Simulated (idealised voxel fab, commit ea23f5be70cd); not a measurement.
process module | voxel wiring stack
cross-section cut | 215 nm wide | cells 5 nm
A cross-section is a grid of square cells, given in bands from the top down. A band is one or more rows of cells.
Each band's line starts with the height of the band's top and of its bottom, in nm. Then come its materials from left to right, each with its width in nm. One material with "throughout" fills the band from edge to edge. "air" is empty space.
Height 0 is the level under which the wafer as received is all one material. The lowest band goes on downwards, as in "0 down".
A width such as "30 to 40" changes by the same amount from each row of cells to the next, from the band's top row to its bottom row.
"no change" after a step means that no cell of the cross-section changed.
closed voids: empty space of 8 cells or more with no open way to the top, each as width x height at its distance from the left edge, in nm
after a step's settings: what the simulator itself notes on the step
overlay nm, on a step with a mask: how far to the right of its planned place the mask lay; to the left if negative
plan
1 op RECEIVE | material Si
2 op CONFORMAL_DEP | material SiO2 | thk nm 15
3 op DIRECTIONAL_DEP | material TiN | thk nm 5
4 op DIRECTIONAL_DEP | material Ru | thk nm 20
5 op MASKED_ETCH | tone cover | mask id METAL_1 | width nm 25 | pitch nm 55 | etch materials Ru | depth nm 20 | overlay nm 0
6 op MASKED_ETCH | tone cover | mask id METAL_1 | width nm 25 | pitch nm 55 | etch materials TiN | depth nm 5 | overlay nm 0
7 op CONFORMAL_DEP | material SiN | thk nm 5
8 op FILL_DEP | material lowk | thk nm 5
9 op CMP | height nm 40
10 op CONFORMAL_DEP | material SiCN | thk nm 5
11 op DIRECTIONAL_DEP | material SiO2 | thk nm 30
12 op PATTERN | tone open | mask id METAL_2 | material resist | width nm 25 | pitch nm 55 | thk nm 15 | overlay nm 0
13 op DIRECTIONAL_ETCH | etch materials SiO2 | depth nm 20
14 op STRIP | etch materials resist
15 op DIRECTIONAL_DEP | material aC | thk nm 15
16 op PATTERN | tone open | mask id METAL_2_HOLES | material resist | width nm 15 | pitch nm 55 | thk nm 30 | overlay nm 0
17 op DIRECTIONAL_ETCH | etch materials aC | depth nm 15
18 op STRIP | etch materials resist
19 op DIRECTIONAL_ETCH | etch materials SiO2 | depth nm 10
20 op DIRECTIONAL_ETCH | etch materials SiCN | depth nm 5
21 op STRIP | etch materials aC
22 op CONFORMAL_DEP | material TiN | thk nm 5
23 op FILL_DEP | material Cu | thk nm 10
24 op CMP | height nm 75
25 op CONFORMAL_DEP | material SiCN | thk nm 5
as received, after step 1
  0 down: Si throughout
  closed voids: none
first wafer at the end, as planned
  80 to 75: SiCN throughout
  75 to 60: SiO2 40 | TiN 5 | Cu 15 | TiN 5 | SiO2 30 | TiN 5 | Cu 15 | TiN 5 | SiO2 30 | TiN 5 | Cu 15 | TiN 5 | SiO2 40
  60 to 55: SiO2 40 | TiN 5 | Cu 5 | TiN 15 | SiO2 30 | TiN 5 | Cu 5 | TiN 15 | SiO2 30 | TiN 5 | Cu 5 | TiN 15 | SiO2 40
  55 to 45: SiO2 40 | TiN 5 | Cu 5 | TiN 5 | SiO2 40 | TiN 5 | Cu 5 | TiN 5 | SiO2 40 | TiN 5 | Cu 5 | TiN 5 | SiO2 50
  45 to 40: SiCN 40 | TiN 15 | SiCN 40 | TiN 15 | SiCN 40 | TiN 15 | SiCN 50
  40 to 20: lowk 35 | SiN 5 | Ru 25 | SiN 5 | lowk 20 | SiN 5 | Ru 25 | SiN 5 | lowk 20 | SiN 5 | Ru 25 | SiN 5 | lowk 35
  20 to 15: SiN 40 | TiN 25 | SiN 30 | TiN 25 | SiN 30 | TiN 25 | SiN 40
  15 to 0: SiO2 throughout
  0 down: Si throughout
  closed voids: none
second wafer at the end: like start, like plan, one mistake
  80 to 75: SiCN throughout
  75 to 60: SiO2 40 | TiN 5 | Cu 15 | TiN 5 | SiO2 30 | TiN 5 | Cu 15 | TiN 5 | SiO2 30 | TiN 5 | Cu 15 | TiN 5 | SiO2 40
  60 to 55: SiO2 40 | TiN 5 | Cu 5 | TiN 15 | SiO2 30 | TiN 5 | Cu 5 | TiN 15 | SiO2 30 | TiN 5 | Cu 5 | TiN 15 | SiO2 40
  55 to 45: SiO2 40 | TiN 5 | Cu 5 | TiN 5 | SiO2 40 | TiN 5 | Cu 5 | TiN 5 | SiO2 40 | TiN 5 | Cu 5 | TiN 5 | SiO2 50
  45 to 40: SiCN 40 | TiN 15 | SiCN 40 | TiN 15 | SiCN 40 | TiN 15 | SiCN 50
  40 to 35: lowk 35 | SiN 5 | Ru 25 | SiN 5 | lowk 20 | SiN 5 | Ru 25 | SiN 5 | lowk 20 | SiN 5 | Ru 25 | SiN 5 | lowk 35
  35 to 30: SiN 40 | TiN 25 | SiN 30 | TiN 25 | SiN 30 | TiN 25 | SiN 40
  30 to 0: SiO2 throughout
  0 down: Si throughout
  closed voids: none
what went wrong: step 2 was run twice
at the end the second wafer has, in cells: 45 fewer of Ru | 18 fewer of SiN | 129 more of SiO2 | 66 fewer of lowk
